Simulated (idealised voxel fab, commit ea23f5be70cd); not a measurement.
The document below concerns the process module designated voxel capacitor over wiring.
Each square cell in cross-section cut measures 5 nm, and the section as a whole is 270 nm wide.
Heads up, the way a cross-section reads in here is a grid of square cells, handed over as bands from the top down, with every band being one or more rows of cells.
This entry defines a band. It first specifies the height of the band's top and the height of its bottom in nm, and then specifies the band's materials from left to right, stating each material with its width in nm. The word "all across" identifies a single material that fills the band from edge to edge, while the word "air" identifies empty space.
Height datum 0, below which the as-received substrate wafer is one material. Lowest band open at the bottom, running downward: "0 and below".
So if you see something like "30..40" for the width, read it as the top row of the band sitting at the first number and the bottom row at the second, with every row in between moving by the same amount as the last.
The cross-section has no changed cell in any step marked "left unchanged".
"Encapsulated voids" specifies each empty space that is not open to the top and that occupies no fewer than 8 cells, using the form width x height at distance, the distance measured from the left edge and all three quantities in nm.
That trailing text on a step's line, after the settings, is the simulator's own remark on the step.
overlay nm: step with mask; distance mask lay right of planned place; negative value = left of planned place.
Read each pair as before and after one process step. The after cross-section shows only down to the lowest band that changed. The step between them and its settings are given below the pair. Pairs can come from different runs of this module on the same starting wafer. A pair continues from the pair above only where its "Status quo ante" entry says so.

[Status quo ante]
> 0 and below: Si all across
> Encapsulated voids: none

[Post-Step Section View]
> 15 down to 0: SiO2 all across
> Rest of section, below 0: as before.
> Encapsulated voids: none
The structure shown above changes from one cross-section to the other through CONFORMAL_DEP (material SiO2; thk nm 15)

Status quo ante: refer to the pair immediately above; the cross-section shown after its step is the state before this one.

[Post-Step Section View]
> 20 down to 15: TiN all across
> Rest of section, below 15: as before.
> Encapsulated voids: none
The structure shown above changes from one cross-section to the other through DIRECTIONAL_DEP (material TiN; thk nm 5)

Status quo ante: refer to the pair immediately above; the cross-section shown after its step is the state before this one.

[Post-Step Section View]
> 45 down to 20: Ru all across
> Rest of section, below 20: as before.
> Encapsulated voids: none
The structure shown above changes from one cross-section to the other through DIRECTIONAL_DEP (material Ru; thk nm 25)

Status quo ante: refer to the pair immediately above; the cross-section shown after its step is the state before this one.

[Post-Step Section View]
> 60 down to 45: aC all across
> Rest of section, below 45: as before.
> Encapsulated voids: none
The structure shown above changes from one cross-section to the other through DIRECTIONAL_DEP (material aC; thk nm 15)

Status quo ante: refer to the pair immediately above; the cross-section shown after its step is the state before this one.

[Post-Step Section View]
> 95 down to 60: 80 nm air | 20 nm resist | 65 nm air | 20 nm resist | 85 nm air
> Rest of section, below 60: as before.
> Encapsulated voids: none
The structure shown above changes from one cross-section to the other through PATTERN (tone cover; mask id METAL_1; material resist; width nm 20; pitch nm 85; thk nm 35; overlay nm 0)

Status quo ante: refer to the pair immediately above; the cross-section shown after its step is the state before this one.

[Post-Step Section View]
> 80 down to 60: 80 nm air | 20 nm resist | 65 nm air | 20 nm resist | 85 nm air
> 60 down to 45: 80 nm air | 20 nm aC | 65 nm air | 20 nm aC | 85 nm air
> Rest of section, below 45: as before.
> Encapsulated voids: none
The structure shown above changes from one cross-section to the other through DIRECTIONAL_ETCH (etch materials aC; depth nm 15)

Status quo ante: refer to the pair immediately above; the cross-section shown after its step is the state before this one.

[Post-Step Section View]
> 60 down to 45: 80 nm air | 20 nm aC | 65 nm air | 20 nm aC | 85 nm air
> Rest of section, below 45: as before.
> Encapsulated voids: none
The structure shown above changes from one cross-section to the other through STRIP (etch materials resist)

Status quo ante: refer to the pair immediately above; the cross-section shown after its step is the state before this one.

[Post-Step Section View]
> 60 down to 45: 80 nm air | 20 nm aC | 65 nm air | 20 nm aC | 85 nm air
> 45 down to 20: 80 nm air | 20 nm Ru | 65 nm air | 20 nm Ru | 85 nm air
> Rest of section, below 20: as before.
> Encapsulated voids: none
The structure shown above changes from one cross-section to the other through DIRECTIONAL_ETCH (etch materials Ru; depth nm 25)

Status quo ante: refer to the pair immediately above; the cross-section shown after its step is the state before this one.

[Post-Step Section View]
> 60 down to 45: 80 nm air | 20 nm aC | 65 nm air | 20 nm aC | 85 nm air
> 45 down to 20: 80 nm air | 20 nm Ru | 65 nm air | 20 nm Ru | 85 nm air
> 20 down to 15: 80 nm air | 20 nm TiN | 65 nm air | 20 nm TiN | 85 nm air
> Rest of section, below 15: as before.
> Encapsulated voids: none
The structure shown above changes from one cross-section to the other through DIRECTIONAL_ETCH (etch materials TiN; depth nm 5)

Status quo ante: refer to the pair immediately above; the cross-section shown after its step is the state before this one.

[Post-Step Section View]
> 45 down to 20: 80 nm air | 20 nm Ru | 65 nm air | 20 nm Ru | 85 nm air
> Rest of section, below 20: as before.
> Encapsulated voids: none
The structure shown above changes from one cross-section to the other through STRIP (etch materials aC)

Status quo ante: refer to the pair immediately above; the cross-section shown after its step is the state before this one.

[Post-Step Section View]
> 50 down to 45: 75 nm air | 30 nm SiCN | 55 nm air | 30 nm SiCN | 80 nm air
> 45 down to 20: 75 nm air | 5 nm SiCN | 20 nm Ru | 5 nm SiCN | 55 nm air | 5 nm SiCN | 20 nm Ru | 5 nm SiCN | 80 nm air
> 20 down to 15: 80 nm SiCN | 20 nm TiN | 65 nm SiCN | 20 nm TiN | 85 nm SiCN
> Rest of section, below 15: as before.
> Encapsulated voids: none
The structure shown above changes from one cross-section to the other through CONFORMAL_DEP (material SiCN; thk nm 5)

Status quo ante: refer to the pair immediately above; the cross-section shown after its step is the state before this one.

[Post-Step Section View]
> 55 down to 50: lowk all across
> 50 down to 45: 75 nm lowk | 30 nm SiCN | 55 nm lowk | 30 nm SiCN | 80 nm lowk
> 45 down to 20: 75 nm lowk | 5 nm SiCN | 20 nm Ru | 5 nm SiCN | 55 nm lowk | 5 nm SiCN | 20 nm Ru | 5 nm SiCN | 80 nm lowk
> Rest of section, below 20: as before.
> Encapsulated voids: none
The structure shown above changes from one cross-section to the other through FILL_DEP (material lowk; thk nm 5)

Status quo ante: refer to the pair immediately above; the cross-section shown after its step is the state before this one.

[Post-Step Section View]
> 45 down to 20: 75 nm lowk | 5 nm SiCN | 20 nm Ru | 5 nm SiCN | 55 nm lowk | 5 nm SiCN | 20 nm Ru | 5 nm SiCN | 80 nm lowk
> Rest of section, below 20: as before.
> Encapsulated voids: none
The structure shown above changes from one cross-section to the other through CMP (height nm 45)

Status quo ante: refer to the pair immediately above; the cross-section shown after its step is the state before this one.

[Post-Step Section View]
> 50 down to 45: SiCN all across
> Rest of section, below 45: as before.
> Encapsulated voids: none
The structure shown above changes from one cross-section to the other through CONFORMAL_DEP (material SiCN; thk nm 5)

Status quo ante: refer to the pair immediately above; the cross-section shown after its step is the state before this one.

[Post-Step Section View]
> 65 down to 50: SiO2 all across
> Rest of section, below 50: as before.
> Encapsulated voids: none
The structure shown above changes from one cross-section to the other through DIRECTIONAL_DEP (material SiO2; thk nm 15)

Status quo ante: refer to the pair immediately above; the cross-section shown after its step is the state before this one.

[Post-Step Section View]
> 75 down to 65: aC all across
> Rest of section, below 65: as before.
> Encapsulated voids: none
The structure shown above changes from one cross-section to the other through DIRECTIONAL_DEP (material aC; thk nm 10)

Status quo ante: refer to the pair immediately above; the cross-section shown after its step is the state before this one.

[Post-Step Section View]
> 100 down to 75: 85 nm resist | 15 nm air | 170 nm resist
> Rest of section, below 75: as before.
> Encapsulated voids: none
The structure shown above changes from one cross-section to the other through PATTERN (tone open; mask id PLUG_1; material resist; width nm 15; thk nm 25; overlay nm 0)

Status quo ante: refer to the pair immediately above; the cross-section shown after its step is the state before this one.

[Post-Step Section View]
> 90 down to 75: 85 nm resist | 15 nm air | 170 nm resist
> 75 down to 65: 85 nm aC | 15 nm air | 170 nm aC
> Rest of section, below 65: as before.
> Encapsulated voids: none
The structure shown above changes from one cross-section to the other through DIRECTIONAL_ETCH (etch materials aC; depth nm 10)

Status quo ante: refer to the pair immediately above; the cross-section shown after its step is the state before this one.

[Post-Step Section View]
> 75 down to 65: 85 nm aC | 15 nm air | 170 nm aC
> Rest of section, below 65: as before.
> Encapsulated voids: none
The structure shown above changes from one cross-section to the other through STRIP (etch materials resist)

Status quo ante: refer to the pair immediately above; the cross-section shown after its step is the state before this one.

[Post-Step Section View]
> 75 down to 65: 85 nm aC | 15 nm air | 170 nm aC
> 65 down to 50: 85 nm SiO2 | 15 nm air | 170 nm SiO2
> Rest of section, below 50: as before.
> Encapsulated voids: none
The structure shown above changes from one cross-section to the other through DIRECTIONAL_ETCH (etch materials SiO2; depth nm 15)

Status quo ante: refer to the pair immediately above; the cross-section shown after its step is the state before this one.

[Post-Step Section View]
> 75 down to 65: 85 nm aC | 15 nm air | 170 nm aC
> 65 down to 50: 85 nm SiO2 | 15 nm air | 170 nm SiO2
> 50 down to 45: 85 nm SiCN | 15 nm air | 170 nm SiCN
> Rest of section, below 45: as before.
> Encapsulated voids: none
The structure shown above changes from one cross-section to the other through DIRECTIONAL_ETCH (etch materials SiCN; depth nm 5)

Status quo ante: refer to the pair immediately above; the cross-section shown after its step is the state before this one.

[Post-Step Section View]
> 65 down to 50: 85 nm SiO2 | 15 nm air | 170 nm SiO2
> Rest of section, below 50: as before.
> Encapsulated voids: none
The structure shown above changes from one cross-section to the other through STRIP (etch materials aC)

Status quo ante: refer to the pair immediately above; the cross-section shown after its step is the state before this one.

[Post-Step Section View]
> 70 down to 65: 90 nm TiN | 5 nm air | 175 nm TiN
> 65 down to 50: 85 nm SiO2 | 5 nm TiN | 5 nm air | 5 nm TiN | 170 nm SiO2
> 50 down to 45: 85 nm SiCN | 15 nm TiN | 170 nm SiCN
> Rest of section, below 45: as before.
> Encapsulated voids: none
The structure shown above changes from one cross-section to the other through CONFORMAL_DEP (material TiN; thk nm 5)

Status quo ante: refer to the pair immediately above; the cross-section shown after its step is the state before this one.

[Post-Step Section View]
> 80 down to 70: Ru all across
> 70 down to 65: 90 nm TiN | 5 nm Ru | 175 nm TiN
> 65 down to 50: 85 nm SiO2 | 5 nm TiN | 5 nm Ru | 5 nm TiN | 170 nm SiO2
> Rest of section, below 50: as before.
> Encapsulated voids: none
The structure shown above changes from one cross-section to the other through FILL_DEP (material Ru; thk nm 10)

Status quo ante: refer to the pair immediately above; the cross-section shown after its step is the state before this one.

[Post-Step Section View]
> 65 down to 50: 85 nm SiO2 | 5 nm TiN | 5 nm Ru | 5 nm TiN | 170 nm SiO2
> Rest of section, below 50: as before.
> Encapsulated voids: none
The structure shown above changes from one cross-section to the other through CMP (height nm 65)

Status quo ante: refer to the pair immediately above; the cross-section shown after its step is the state before this one.

[Post-Step Section View]
> 70 down to 65: TiN all across
> Rest of section, below 65: as before.
> Encapsulated voids: none
The structure shown above changes from one cross-section to the other through DIRECTIONAL_DEP (material TiN; thk nm 5)

Status quo ante: refer to the pair immediately above; the cross-section shown after its step is the state before this one.

[Post-Step Section View]
> 75 down to 70: SiN all across
> Rest of section, below 70: as before.
> Encapsulated voids: none
The structure shown above changes from one cross-section to the other through DIRECTIONAL_DEP (material SiN; thk nm 5)

Status quo ante: refer to the pair immediately above; the cross-section shown after its step is the state before this one.

[Post-Step Section View]
> 80 down to 75: TiN all across
> Rest of section, below 75: as before.
> Encapsulated voids: none
The structure shown above changes from one cross-section to the other through DIRECTIONAL_DEP (material TiN; thk nm 5)

Status quo ante: refer to the pair immediately above; the cross-section shown after its step is the state before this one.

[Post-Step Section View]
> 80 down to 75: 85 nm air | 70 nm TiN | 115 nm air
> Rest of section, below 75: as before.
> Encapsulated voids: none
The structure shown above changes from one cross-section to the other through MASKED_ETCH (tone cover; mask id UPPER_PLATE; width nm 70; etch materials TiN; depth nm 5; overlay nm 0)

Status quo ante: refer to the pair immediately above; the cross-section shown after its step is the state before this one.

[Post-Step Section View]
> 80 down to 75: 85 nm air | 70 nm TiN | 115 nm air
> 75 down to 70: 85 nm air | 70 nm SiN | 115 nm air
> Rest of section, below 70: as before.
> Encapsulated voids: none
The structure shown above changes from one cross-section to the other through MASKED_ETCH (tone cover; mask id UPPER_PLATE; width nm 70; etch materials SiN; depth nm 5; overlay nm 0)

Status quo ante: refer to the pair immediately above; the cross-section shown after its step is the state before this one.

[Post-Step Section View]
> 95 down to 80: 80 nm air | 80 nm resist | 110 nm air
> 80 down to 75: 80 nm air | 5 nm resist | 70 nm TiN | 5 nm resist | 110 nm air
> 75 down to 70: 80 nm air | 5 nm resist | 70 nm SiN | 5 nm resist | 110 nm air
> Rest of section, below 70: as before.
> Encapsulated voids: none
The structure shown above changes from one cross-section to the other through PATTERN (tone cover; mask id LOWER_PLATE; material resist; width nm 80; thk nm 15; overlay nm 0)

Status quo ante: refer to the pair immediately above; the cross-section shown after its step is the state before this one.

[Post-Step Section View]
> 95 down to 80: 80 nm air | 80 nm resist | 110 nm air
> 80 down to 75: 80 nm air | 5 nm resist | 70 nm TiN | 5 nm resist | 110 nm air
> 75 down to 70: 80 nm air | 5 nm resist | 70 nm SiN | 5 nm resist | 110 nm air
> 70 down to 65: 80 nm air | 80 nm TiN | 110 nm air
> Rest of section, below 65: as before.
> Encapsulated voids: none
The structure shown above changes from one cross-section to the other through DIRECTIONAL_ETCH (etch materials TiN; depth nm 5)

Status quo ante: refer to the pair immediately above; the cross-section shown after its step is the state before this one.

[Post-Step Section View]
> 80 down to 75: 85 nm air | 70 nm TiN | 115 nm air
> 75 down to 70: 85 nm air | 70 nm SiN | 115 nm air
> Rest of section, below 70: as before.
> Encapsulated voids: none
The structure shown above changes from one cross-section to the other through STRIP (etch materials resist)

Status quo ante: refer to the pair immediately above; the cross-section shown after its step is the state before this one.

[Post-Step Section View]
> 100 down to 80: SiO2 all across
> 80 down to 75: 85 nm SiO2 | 70 nm TiN | 115 nm SiO2
> 75 down to 70: 85 nm SiO2 | 70 nm SiN | 115 nm SiO2
> 70 down to 65: 80 nm SiO2 | 80 nm TiN | 110 nm SiO2
> Rest of section, below 65: as before.
> Encapsulated voids: none
The structure shown above changes from one cross-section to the other through FILL_DEP (material SiO2; thk nm 20)

Status quo ante: refer to the pair immediately above; the cross-section shown after its step is the state before this one.

[Post-Step Section View]
> 95 down to 80: SiO2 all across
> Rest of section, below 80: as before.
> Encapsulated voids: none
The structure shown above changes from one cross-section to the other through CMP (height nm 95)

Status quo ante: refer to the pair immediately above; the cross-section shown after its step is the state before this one.

[Post-Step Section View]
> 95 down to 80: 95 nm SiO2 | 15 nm air | 160 nm SiO2
> Rest of section, below 80: as before.
> Encapsulated voids: none
The structure shown above changes from one cross-section to the other through MASKED_ETCH (tone open; mask id PLUG_2; width nm 15; etch materials SiO2; depth nm 15; overlay nm 0)

Status quo ante: refer to the pair immediately above; the cross-section shown after its step is the state before this one.

[Post-Step Section View]
> 100 down to 95: 100 nm TiN | 5 nm air | 165 nm TiN
> 95 down to 85: 95 nm SiO2 | 5 nm TiN | 5 nm air | 5 nm TiN | 160 nm SiO2
> 85 down to 75: 95..85 nm SiO2 | 15..70 nm TiN | 160..115 nm SiO2
> Rest of section, below 75: as before.
> Encapsulated voids: none
The structure shown above changes from one cross-section to the other through CONFORMAL_DEP (material TiN; thk nm 5)

Status quo ante: refer to the pair immediately above; the cross-section shown after its step is the state before this one.

[Post-Step Section View]
> 105 down to 100: Ru all across
> 100 down to 95: 100 nm TiN | 5 nm Ru | 165 nm TiN
> 95 down to 85: 95 nm SiO2 | 5 nm TiN | 5 nm Ru | 5 nm TiN | 160 nm SiO2
> Rest of section, below 85: as before.
> Encapsulated voids: none
The structure shown above changes from one cross-section to the other through FILL_DEP (material Ru; thk nm 5)

Status quo ante: refer to the pair immediately above; the cross-section shown after its step is the state before this one.

[Post-Step Section View]
> 95 down to 85: 95 nm SiO2 | 5 nm TiN | 5 nm Ru | 5 nm TiN | 160 nm SiO2
> Rest of section, below 85: as before.
> Encapsulated voids: none
The structure shown above changes from one cross-section to the other through CMP (height nm 95)

Status quo ante: refer to the pair immediately above; the cross-section shown after its step is the state before this one.

[Post-Step Section View]
> 100 down to 95: SiN all across
> Rest of section, below 95: as before.
> Encapsulated voids: none
The structure shown above changes from one cross-section to the other through CONFORMAL_DEP (material SiN; thk nm 5)

[Status quo ante]
> 80 down to 70: Ru all across
> 70 down to 65: 90 nm TiN | 5 nm Ru | 175 nm TiN
> 65 down to 50: 85 nm SiO2 | 5 nm TiN | 5 nm Ru | 5 nm TiN | 170 nm SiO2
> 50 down to 45: 85 nm SiCN | 15 nm TiN | 170 nm SiCN
> 45 down to 20: 75 nm lowk | 5 nm SiCN | 20 nm Ru | 5 nm SiCN | 55 nm lowk | 5 nm SiCN | 20 nm Ru | 5 nm SiCN | 80 nm lowk
> 20 down to 15: 80 nm SiCN | 20 nm TiN | 65 nm SiCN | 20 nm TiN | 85 nm SiCN
> 15 down to 0: SiO2 all across
> 0 and below: Si all across
> Encapsulated voids: none

[Post-Step Section View]
> 85 down to 80: TiN all across
> Rest of section, below 80: as before.
> Encapsulated voids: none
The structure shown above changes from one cross-section to the other through DIRECTIONAL_DEP (material TiN; thk nm 5)

Status quo ante: refer to the pair immediately above; the cross-section shown after its step is the state before this one.

[Post-Step Section View]
> 90 down to 85: SiN all across
> Rest of section, below 85: as before.
> Encapsulated voids: none
The structure shown above changes from one cross-section to the other through DIRECTIONAL_DEP (material SiN; thk nm 5)

Status quo ante: refer to the pair immediately above; the cross-section shown after its step is the state before this one.

[Post-Step Section View]
> 95 down to 90: TiN all across
> Rest of section, below 90: as before.
> Encapsulated voids: none
The structure shown above changes from one cross-section to the other through DIRECTIONAL_DEP (material TiN; thk nm 5)

Status quo ante: refer to the pair immediately above; the cross-section shown after its step is the state before this one.

[Post-Step Section View]
> 95 down to 90: 85 nm air | 70 nm TiN | 115 nm air
> Rest of section, below 90: as before.
> Encapsulated voids: none
The structure shown above changes from one cross-section to the other through MASKED_ETCH (tone cover; mask id UPPER_PLATE; width nm 70; etch materials TiN; depth nm 5; overlay nm 0)

Status quo ante: refer to the pair immediately above; the cross-section shown after its step is the state before this one.

[Post-Step Section View]
> 95 down to 90: 85 nm air | 70 nm TiN | 115 nm air
> 90 down to 85: 85 nm air | 70 nm SiN | 115 nm air
> Rest of section, below 85: as before.
> Encapsulated voids: none
The structure shown above changes from one cross-section to the other through MASKED_ETCH (tone cover; mask id UPPER_PLATE; width nm 70; etch materials SiN; depth nm 5; overlay nm 0)

Status quo ante: refer to the pair immediately above; the cross-section shown after its step is the state before this one.

[Post-Step Section View]
> 110 down to 95: 80 nm air | 80 nm resist | 110 nm air
> 95 down to 90: 80 nm air | 5 nm resist | 70 nm TiN | 5 nm resist | 110 nm air
> 90 down to 85: 80 nm air | 5 nm resist | 70 nm SiN | 5 nm resist | 110 nm air
> Rest of section, below 85: as before.
> Encapsulated voids: none
The structure shown above changes from one cross-section to the other through PATTERN (tone cover; mask id LOWER_PLATE; material resist; width nm 80; thk nm 15; overlay nm 0)

Status quo ante: refer to the pair immediately above; the cross-section shown after its step is the state before this one.

[Post-Step Section View]
> 110 down to 95: 80 nm air | 80 nm resist | 110 nm air
> 95 down to 90: 80 nm air | 5 nm resist | 70 nm TiN | 5 nm resist | 110 nm air
> 90 down to 85: 80 nm air | 5 nm resist | 70 nm SiN | 5 nm resist | 110 nm air
> 85 down to 80: 80 nm air | 80 nm TiN | 110 nm air
> Rest of section, below 80: as before.
> Encapsulated voids: none
The structure shown above changes from one cross-section to the other through DIRECTIONAL_ETCH (etch materials TiN; depth nm 5)

Status quo ante: refer to the pair immediately above; the cross-section shown after its step is the state before this one.

[Post-Step Section View]
> 95 down to 90: 85 nm air | 70 nm TiN | 115 nm air
> 90 down to 85: 85 nm air | 70 nm SiN | 115 nm air
> Rest of section, below 85: as before.
> Encapsulated voids: none
The structure shown above changes from one cross-section to the other through STRIP (etch materials resist)

Status quo ante: refer to the pair immediately above; the cross-section shown after its step is the state before this one.

[Post-Step Section View]
> 115 down to 95: SiO2 all across
> 95 down to 90: 85 nm SiO2 | 70 nm TiN | 115 nm SiO2
> 90 down to 85: 85 nm SiO2 | 70 nm SiN | 115 nm SiO2
> 85 down to 80: 80 nm SiO2 | 80 nm TiN | 110 nm SiO2
> Rest of section, below 80: as before.
> Encapsulated voids: none
The structure shown above changes from one cross-section to the other through FILL_DEP (material SiO2; thk nm 20)

Status quo ante: refer to the pair immediately above; the cross-section shown after its step is the state before this one.

[Post-Step Section View]
> 95 down to 90: 85 nm SiO2 | 70 nm TiN | 115 nm SiO2
> Rest of section, below 90: as before.
> Encapsulated voids: none
The structure shown above changes from one cross-section to the other through CMP (height nm 95)

Status quo ante: refer to the pair immediately above; the cross-section shown after its step is the state before this one.

[Post-Step Section View]
> 100 down to 95: TiN all across
> Rest of section, below 95: as before.
> Encapsulated voids: none
The structure shown above changes from one cross-section to the other through CONFORMAL_DEP (material TiN; thk nm 5)

Status quo ante: refer to the pair immediately above; the cross-section shown after its step is the state before this one.

[Post-Step Section View]
> 105 down to 100: Ru all across
> Rest of section, below 100: as before.
> Encapsulated voids: none
The structure shown above changes from one cross-section to the other through FILL_DEP (material Ru; thk nm 5)

Status quo ante: refer to the pair immediately above; the cross-section shown after its step is the state before this one.

[Post-Step Section View]
> 95 down to 90: 85 nm SiO2 | 70 nm TiN | 115 nm SiO2
> Rest of section, below 90: as before.
> Encapsulated voids: none
The structure shown above changes from one cross-section to the other through CMP (height nm 95)

Status quo ante: refer to the pair immediately above; the cross-section shown after its step is the state before this one.

[Post-Step Section View]
> 100 down to 95: SiN all across
> Rest of section, below 95: as before.
> Encapsulated voids: none
The structure shown above changes from one cross-section to the other through CONFORMAL_DEP (material SiN; thk nm 5)

[Status quo ante]
> 15 down to 0: SiO2 all across
> 0 and below: Si all across
> Encapsulated voids: none

[Post-Step Section View]
> 30 down to 0: SiO2 all across
> Rest of section, below 0: as before.
> Encapsulated voids: none
The structure shown above changes from one cross-section to the other through CONFORMAL_DEP (material SiO2; thk nm 15)

Status quo ante: refer to the pair immediately above; the cross-section shown after its step is the state before this one.

[Post-Step Section View]
> 35 down to 30: TiN all across
> Rest of section, below 30: as before.
> Encapsulated voids: none
The structure shown above changes from one cross-section to the other through DIRECTIONAL_DEP (material TiN; thk nm 5)

Status quo ante: refer to the pair immediately above; the cross-section shown after its step is the state before this one.

[Post-Step Section View]
> 60 down to 35: Ru all across
> Rest of section, below 35: as before.
> Encapsulated voids: none
The structure shown above changes from one cross-section to the other through DIRECTIONAL_DEP (material Ru; thk nm 25)

Status quo ante: refer to the pair immediately above; the cross-section shown after its step is the state before this one.

[Post-Step Section View]
> 75 down to 60: aC all across
> Rest of section, below 60: as before.
> Encapsulated voids: none
The structure shown above changes from one cross-section to the other through DIRECTIONAL_DEP (material aC; thk nm 15)

Status quo ante: refer to the pair immediately above; the cross-section shown after its step is the state before this one.

[Post-Step Section View]
> 110 down to 75: 80 nm air | 20 nm resist | 65 nm air | 20 nm resist | 85 nm air
> Rest of section, below 75: as before.
> Encapsulated voids: none
The structure shown above changes from one cross-section to the other through PATTERN (tone cover; mask id METAL_1; material resist; width nm 20; pitch nm 85; thk nm 35; overlay nm 0)

Status quo ante: refer to the pair immediately above; the cross-section shown after its step is the state before this one.

[Post-Step Section View]
> 95 down to 75: 80 nm air | 20 nm resist | 65 nm air | 20 nm resist | 85 nm air
> 75 down to 60: 80 nm air | 20 nm aC | 65 nm air | 20 nm aC | 85 nm air
> Rest of section, below 60: as before.
> Encapsulated voids: none
The structure shown above changes from one cross-section to the other through DIRECTIONAL_ETCH (etch materials aC; depth nm 15)

Status quo ante: refer to the pair immediately above; the cross-section shown after its step is the state before this one.

[Post-Step Section View]
> 75 down to 60: 80 nm air | 20 nm aC | 65 nm air | 20 nm aC | 85 nm air
> Rest of section, below 60: as before.
> Encapsulated voids: none
The structure shown above changes from one cross-section to the other through STRIP (etch materials resist)

Status quo ante: refer to the pair immediately above; the cross-section shown after its step is the state before this one.

[Post-Step Section View]
> 75 down to 60: 80 nm air | 20 nm aC | 65 nm air | 20 nm aC | 85 nm air
> 60 down to 35: 80 nm air | 20 nm Ru | 65 nm air | 20 nm Ru | 85 nm air
> Rest of section, below 35: as before.
> Encapsulated voids: none
The structure shown above changes from one cross-section to the other through DIRECTIONAL_ETCH (etch materials Ru; depth nm 25)

Status quo ante: refer to the pair immediately above; the cross-section shown after its step is the state before this one.

[Post-Step Section View]
> 75 down to 60: 80 nm air | 20 nm aC | 65 nm air | 20 nm aC | 85 nm air
> 60 down to 35: 80 nm air | 20 nm Ru | 65 nm air | 20 nm Ru | 85 nm air
> 35 down to 30: 80 nm air | 20 nm TiN | 65 nm air | 20 nm TiN | 85 nm air
> Rest of section, below 30: as before.
> Encapsulated voids: none
The structure shown above changes from one cross-section to the other through DIRECTIONAL_ETCH (etch materials TiN; depth nm 5)

Status quo ante: refer to the pair immediately above; the cross-section shown after its step is the state before this one.

[Post-Step Section View]
> 60 down to 35: 80 nm air | 20 nm Ru | 65 nm air | 20 nm Ru | 85 nm air
> Rest of section, below 35: as before.
> Encapsulated voids: none
The structure shown above changes from one cross-section to the other through STRIP (etch materials aC)

Status quo ante: refer to the pair immediately above; the cross-section shown after its step is the state before this one.

[Post-Step Section View]
> 65 down to 60: 75 nm air | 30 nm SiCN | 55 nm air | 30 nm SiCN | 80 nm air
> 60 down to 35: 75 nm air | 5 nm SiCN | 20 nm Ru | 5 nm SiCN | 55 nm air | 5 nm SiCN | 20 nm Ru | 5 nm SiCN | 80 nm air
> 35 down to 30: 80 nm SiCN | 20 nm TiN | 65 nm SiCN | 20 nm TiN | 85 nm SiCN
> Rest of section, below 30: as before.
> Encapsulated voids: none
The structure shown above changes from one cross-section to the other through CONFORMAL_DEP (material SiCN; thk nm 5)

Status quo ante: refer to the pair immediately above; the cross-section shown after its step is the state before this one.

[Post-Step Section View]
> 70 down to 65: lowk all across
> 65 down to 60: 75 nm lowk | 30 nm SiCN | 55 nm lowk | 30 nm SiCN | 80 nm lowk
> 60 down to 35: 75 nm lowk | 5 nm SiCN | 20 nm Ru | 5 nm SiCN | 55 nm lowk | 5 nm SiCN | 20 nm Ru | 5 nm SiCN | 80 nm lowk
> Rest of section, below 35: as before.
> Encapsulated voids: none
The structure shown above changes from one cross-section to the other through FILL_DEP (material lowk; thk nm 5)

Status quo ante: refer to the pair immediately above; the cross-section shown after its step is the state before this one.

[Post-Step Section View]
> 45 down to 35: 75 nm lowk | 5 nm SiCN | 20 nm Ru | 5 nm SiCN | 55 nm lowk | 5 nm SiCN | 20 nm Ru | 5 nm SiCN | 80 nm lowk
> Rest of section, below 35: as before.
> Encapsulated voids: none
The structure shown above changes from one cross-section to the other through CMP (height nm 45)

Status quo ante: refer to the pair immediately above; the cross-section shown after its step is the state before this one.

[Post-Step Section View]
> 50 down to 45: SiCN all across
> Rest of section, below 45: as before.
> Encapsulated voids: none
The structure shown above changes from one cross-section to the other through CONFORMAL_DEP (material SiCN; thk nm 5)

Status quo ante: refer to the pair immediately above; the cross-section shown after its step is the state before this one.

[Post-Step Section View]
> 65 down to 50: SiO2 all across
> Rest of section, below 50: as before.
> Encapsulated voids: none
The structure shown above changes from one cross-section to the other through DIRECTIONAL_DEP (material SiO2; thk nm 15)

Status quo ante: refer to the pair immediately above; the cross-section shown after its step is the state before this one.

[Post-Step Section View]
> 75 down to 65: aC all across
> Rest of section, below 65: as before.
> Encapsulated voids: none
The structure shown above changes from one cross-section to the other through DIRECTIONAL_DEP (material aC; thk nm 10)

Status quo ante: refer to the pair immediately above; the cross-section shown after its step is the state before this one.

[Post-Step Section View]
> 100 down to 75: 85 nm resist | 15 nm air | 170 nm resist
> Rest of section, below 75: as before.
> Encapsulated voids: none
The structure shown above changes from one cross-section to the other through PATTERN (tone open; mask id PLUG_1; material resist; width nm 15; thk nm 25; overlay nm 0)

Status quo ante: refer to the pair immediately above; the cross-section shown after its step is the state before this one.

[Post-Step Section View]
> 90 down to 75: 85 nm resist | 15 nm air | 170 nm resist
> 75 down to 65: 85 nm aC | 15 nm air | 170 nm aC
> Rest of section, below 65: as before.
> Encapsulated voids: none
The structure shown above changes from one cross-section to the other through DIRECTIONAL_ETCH (etch materials aC; depth nm 10)

Status quo ante: refer to the pair immediately above; the cross-section shown after its step is the state before this one.

[Post-Step Section View]
> 75 down to 65: 85 nm aC | 15 nm air | 170 nm aC
> Rest of section, below 65: as before.
> Encapsulated voids: none
The structure shown above changes from one cross-section to the other through STRIP (etch materials resist)

Status quo ante: refer to the pair immediately above; the cross-section shown after its step is the state before this one.

[Post-Step Section View]
> 75 down to 65: 85 nm aC | 15 nm air | 170 nm aC
> 65 down to 50: 85 nm SiO2 | 15 nm air | 170 nm SiO2
> Rest of section, below 50: as before.
> Encapsulated voids: none
The structure shown above changes from one cross-section to the other through DIRECTIONAL_ETCH (etch materials SiO2; depth nm 15)

Status quo ante: refer to the pair immediately above; the cross-section shown after its step is the state before this one.

[Post-Step Section View]
> 75 down to 65: 85 nm aC | 15 nm air | 170 nm aC
> 65 down to 50: 85 nm SiO2 | 15 nm air | 170 nm SiO2
> 50 down to 45: 85 nm SiCN | 15 nm air | 170 nm SiCN
> Rest of section, below 45: as before.
> Encapsulated voids: none
The structure shown above changes from one cross-section to the other through DIRECTIONAL_ETCH (etch materials SiCN; depth nm 5)

Status quo ante: refer to the pair immediately above; the cross-section shown after its step is the state before this one.

[Post-Step Section View]
> 65 down to 50: 85 nm SiO2 | 15 nm air | 170 nm SiO2
> Rest of section, below 50: as before.
> Encapsulated voids: none
The structure shown above changes from one cross-section to the other through STRIP (etch materials aC)

Status quo ante: refer to the pair immediately above; the cross-section shown after its step is the state before this one.

[Post-Step Section View]
> 70 down to 65: 90 nm TiN | 5 nm air | 175 nm TiN
> 65 down to 50: 85 nm SiO2 | 5 nm TiN | 5 nm air | 5 nm TiN | 170 nm SiO2
> 50 down to 45: 85 nm SiCN | 15 nm TiN | 170 nm SiCN
> Rest of section, below 45: as before.
> Encapsulated voids: none
The structure shown above changes from one cross-section to the other through CONFORMAL_DEP (material TiN; thk nm 5)

Status quo ante: refer to the pair immediately above; the cross-section shown after its step is the state before this one.

[Post-Step Section View]
> 80 down to 70: Ru all across
> 70 down to 65: 90 nm TiN | 5 nm Ru | 175 nm TiN
> 65 down to 50: 85 nm SiO2 | 5 nm TiN | 5 nm Ru | 5 nm TiN | 170 nm SiO2
> Rest of section, below 50: as before.
> Encapsulated voids: none
The structure shown above changes from one cross-section to the other through FILL_DEP (material Ru; thk nm 10)
